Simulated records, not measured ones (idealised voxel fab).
process module | voxel transistor to metal
cross-section cut | 250 nm wide | cells 5 nm
A cross-section is a grid of square cells, given in bands from the top down. A band is one or more rows of cells.
Each band's line starts with the height of the band's top and of its bottom, in nm. Then come its materials from left to right, each with its width in nm. One material with "throughout" fills the band from edge to edge. "air" is empty space.
Height 0 is the level under which the wafer as received is all one material. The lowest band goes on downwards, as in "0 down".
A width such as "30 to 40" changes by the same amount from each row of cells to the next, from the band's top row to its bottom row.
"no change" after a step means that no cell of the cross-section changed.
closed voids: empty space of 8 cells or more with no open way to the top, each as width x height at its distance from the left edge, in nm
after a step's settings: what the simulator itself notes on the step
overlay nm, on a step with a mask: how far to the right of its planned place the mask lay; to the left if negative
plan
1 op RECEIVE | material Si
2 op OXIDIZE | depth nm 5
3 op CONFORMAL_DEP | material SiN | thk nm 15
4 op PATTERN | tone cover | mask id ACTIVE | material resist | width nm 100 | pitch nm 120 | thk nm 15 | overlay nm 0
5 op DIRECTIONAL_ETCH | etch materials SiN | depth nm 15
6 op DIRECTIONAL_ETCH | etch materials SiO2 | depth nm 5
7 op DIRECTIONAL_ETCH | etch materials Si | depth nm 35
8 op STRIP | etch materials resist
9 op OXIDIZE | depth nm 5
10 op FILL_DEP | material SiO2 | thk nm 5
11 op CMP | height nm 15
12 op SELECTIVE_ETCH | etch materials SiO2 | depth nm 15
13 op STRIP | etch materials SiN
14 op SELECTIVE_ETCH | etch materials SiO2 | depth nm 5
15 op OXIDIZE | depth nm 5
16 op DIRECTIONAL_DEP | material polySi | thk nm 30
17 op DIRECTIONAL_DEP | material SiCN | thk nm 10
18 op MASKED_ETCH | tone cover | mask id GATE | width nm 20 | pitch nm 120 | etch materials SiCN | depth nm 20 | overlay nm 0
19 op MASKED_ETCH | tone cover | mask id GATE | width nm 20 | pitch nm 120 | etch materials polySi | depth nm 40 | overlay nm 0
20 op CONFORMAL_DEP | material SiO2 | thk nm 5
21 op DIRECTIONAL_ETCH | etch materials SiO2 | depth nm 5
22 op CONFORMAL_DEP | material SiN | thk nm 5
23 op DIRECTIONAL_ETCH | etch materials SiN | depth nm 5
24 op DIRECTIONAL_ETCH | etch materials SiO2 | depth nm 5
25 op DIRECTIONAL_ETCH | etch materials Si | depth nm 15
26 op EPI | material pSi | thk nm 15
27 op FILL_DEP | material SiO2 | thk nm 10
28 op CMP | height nm 35
29 op DIRECTIONAL_DEP | material SiO2 | thk nm 15
30 op MASKED_ETCH | tone open | mask id CONTACT | width nm 20 | etch materials SiO2 | depth nm 60 | overlay nm 0
31 op CONFORMAL_DEP | material TiN | thk nm 5
32 op FILL_DEP | material Ru | thk nm 10
33 op CMP | height nm 50
34 op CONFORMAL_DEP | material SiN | thk nm 5
35 op DIRECTIONAL_DEP | material lowk | thk nm 25
36 op DIRECTIONAL_DEP | material aC | thk nm 10
37 op PATTERN | tone open | mask id METAL_1 | material resist | width nm 20 | thk nm 25 | overlay nm 0
38 op DIRECTIONAL_ETCH | etch materials aC | depth nm 10
39 op STRIP | etch materials resist
40 op DIRECTIONAL_ETCH | etch materials lowk | depth nm 25
41 op DIRECTIONAL_ETCH | etch materials SiN | depth nm 5
42 op STRIP | etch materials aC
43 op CONFORMAL_DEP | material TiN | thk nm 5
44 op FILL_DEP | material Cu | thk nm 5
45 op CMP | height nm 80
46 op CONFORMAL_DEP | material SiCN | thk nm 5
47 op DIRECTIONAL_DEP | material lowk | thk nm 25
48 op PATTERN | tone open | mask id METAL_2 | material resist | width nm 20 | pitch nm 120 | thk nm 20 | overlay nm 0
49 op DIRECTIONAL_ETCH | etch materials lowk | depth nm 15
50 op STRIP | etch materials resist
51 op PATTERN | tone open | mask id METAL_2_HOLES | material resist | width nm 15 | pitch nm 120 | thk nm 20 | overlay nm 0
52 op DIRECTIONAL_ETCH | etch materials lowk | depth nm 10
53 op DIRECTIONAL_ETCH | etch materials SiCN | depth nm 5
54 op STRIP | etch materials resist
55 op CONFORMAL_DEP | material TiN | thk nm 5
56 op FILL_DEP | material Cu | thk nm 10
57 op CMP | height nm 110
58 op CONFORMAL_DEP | material SiN | thk nm 5
as received, after step 1
  0 down: Si throughout
  closed voids: none
a wafer at the end: this start, this plan, one mistake
  115 to 110: SiN throughout
  110 to 100: lowk 20 | TiN 5 | Cu 10 | TiN 5 | lowk 100 | TiN 5 | Cu 10 | TiN 5 | lowk 90
  100 to 95: lowk 20 | TiN 5 | Cu 5 | TiN 10 | lowk 100 | TiN 5 | Cu 5 | TiN 10 | lowk 90
  95 to 85: lowk 20 | TiN 5 | Cu 5 | TiN 5 | lowk 105 | TiN 5 | Cu 5 | TiN 5 | lowk 95
  85 to 80: SiCN 20 | TiN 15 | SiCN 105 | TiN 15 | SiCN 95
  80 to 55: Cu 15 | TiN 5 | lowk 20 | TiN 5 | Cu 40 | TiN 5 | lowk 20 | TiN 5 | Cu 20 | TiN 5 | lowk 20 | TiN 5 | Cu 40 | TiN 5 | lowk 20 | TiN 5 | Cu 15
  55 to 50: TiN 20 | SiN 20 | TiN 50 | SiN 20 | TiN 30 | SiN 20 | TiN 50 | SiN 20 | TiN 20
  50 to 35: SiO2 20 | TiN 5 | Ru 10 | TiN 5 | SiO2 50 | TiN 5 | Ru 10 | TiN 5 | SiO2 30 | TiN 5 | Ru 10 | TiN 5 | SiO2 50 | TiN 5 | Ru 10 | TiN 5 | SiO2 20
  35 to 25: SiO2 20 | TiN 5 | Ru 10 | TiN 5 | SiO2 5 | SiN 5 | SiO2 5 | SiCN 20 | SiO2 5 | SiN 5 | SiO2 5 | TiN 5 | Ru 10 | TiN 5 | SiO2 30 | TiN 5 | Ru 10 | TiN 5 | SiO2 5 | SiN 5 | SiO2 5 | SiCN 20 | SiO2 5 | SiN 5 | SiO2 5 | TiN 5 | Ru 10 | TiN 5 | SiO2 20
  25 to 10: SiO2 20 | TiN 5 | Ru 10 | TiN 5 | SiO2 5 | SiN 5 | SiO2 5 | polySi 20 | SiO2 5 | SiN 5 | SiO2 5 | TiN 5 | Ru 10 | TiN 5 | SiO2 30 | TiN 5 | Ru 10 | TiN 5 | SiO2 5 | SiN 5 | SiO2 5 | polySi 20 | SiO2 5 | SiN 5 | SiO2 5 | TiN 5 | Ru 10 | TiN 5 | SiO2 20
  10 to 5: SiO2 20 | TiN 20 | SiO2 5 | SiN 5 | SiO2 5 | polySi 20 | SiO2 5 | SiN 5 | SiO2 5 | TiN 20 | SiO2 30 | TiN 20 | SiO2 5 | SiN 5 | SiO2 5 | polySi 20 | SiO2 5 | SiN 5 | SiO2 5 | TiN 20 | SiO2 20
  5 to -5: SiO2 20 | TiN 10 | pSi 15 | SiN 5 | SiO2 5 | polySi 20 | SiO2 5 | SiN 5 | pSi 15 | TiN 10 | SiO2 30 | TiN 10 | pSi 15 | SiN 5 | SiO2 5 | polySi 20 | SiO2 5 | SiN 5 | pSi 15 | TiN 10 | SiO2 20
  -5 to -10: SiO2 20 | TiN 10 | pSi 15 | SiO2 40 | pSi 15 | TiN 10 | SiO2 30 | TiN 10 | pSi 15 | SiO2 40 | pSi 15 | TiN 10 | SiO2 20
  -10 to -25: SiO2 20 | pSi 25 | Si 40 | pSi 25 | SiO2 30 | pSi 25 | Si 40 | pSi 25 | SiO2 20
  -25 to -45: SiO2 20 | Si 90 | SiO2 30 | Si 90 | SiO2 20
  -45 down: Si throughout
  closed voids: none
what went wrong: step 37 ran as: op PATTERN | tone cover | mask id METAL_1 | material resist | width nm 20 | thk nm 25 | overlay nm 0
